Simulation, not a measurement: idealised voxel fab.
This section sets out a process module, namely voxel trench capacitor.
We display cut, a cross-section 275 nm in width whose square cells are each 5 nm.
Format of a cross-section: grid, square cells. Given as bands. Order: top down. Band: one or more rows of cells.
Heights first: top, then bottom, in nm. Then materials, left to right, each with a width in nm. "full width" on a single material: fills the band edge to edge. "empty": empty space.
Convention: height 0 is the level below which the wafer, as received, is all one material. The lowest band does not terminate at the bottom but continues downward, represented as "top 0, no bottom".
Note: "30..40" means the width goes from the first number (top row of the band) to the second number (bottom row) in equal steps per row of cells.
Any step labelled "no alteration" changed none of the cells in the cross-section.
Voids not open to the top, 8 cells minimum: see "Enclosed void catalog". Written width x height at distance; distance is from the left edge; nm.
Formally, on a step line, whatever follows the settings is a remark that the simulator itself makes on the step.
The optional step-line setting "overlay nm" applies to steps with a mask and quantifies how far to the right of its planned location the mask lay, a negative value indicating leftward placement.

Steps planned for the process:
1: RECEIVE | material Si
2: CONFORMAL_DEP | material SiN | thk nm 5
3: PATTERN | tone open | mask id TRENCH | material resist | width nm 30 | pitch nm 50 | thk nm 15 | overlay nm 0
4: DIRECTIONAL_ETCH | etch materials SiN | depth nm 5
5: DIRECTIONAL_ETCH | etch materials Si | depth nm 25
6: STRIP | etch materials resist
7: CONFORMAL_DEP | material HfO2 | thk nm 5
8: CONFORMAL_DEP | material TiN | thk nm 5
9: FILL_DEP | material W | thk nm 10
10: CMP | height nm 5

Cross-section of the wafer upon arrival, representing the state reached after step 1:
- top 0, no bottom: Si full width
- Enclosed void catalog: none

Final wafer profile in cross-section after the module, from the same start and plan as above, with one mistake made during processing:
- top 5, bottom 0: SiN 95 / TiN 5 / HfO2 5 / W 10 / HfO2 5 / TiN 5 / SiN 20 / TiN 5 / HfO2 5 / W 10 / HfO2 5 / TiN 5 / SiN 100
- top 0, bottom -15: Si 95 / TiN 5 / HfO2 5 / W 10 / HfO2 5 / TiN 5 / Si 20 / TiN 5 / HfO2 5 / W 10 / HfO2 5 / TiN 5 / Si 100
- top -15, bottom -20: Si 95 / TiN 5 / HfO2 20 / TiN 5 / Si 20 / TiN 5 / HfO2 20 / TiN 5 / Si 100
- top -20, bottom -25: Si 95 / TiN 30 / Si 20 / TiN 30 / Si 100
- top -25, no bottom: Si full width
- Enclosed void catalog: none
Processing error: steps 7 and 8 swapped
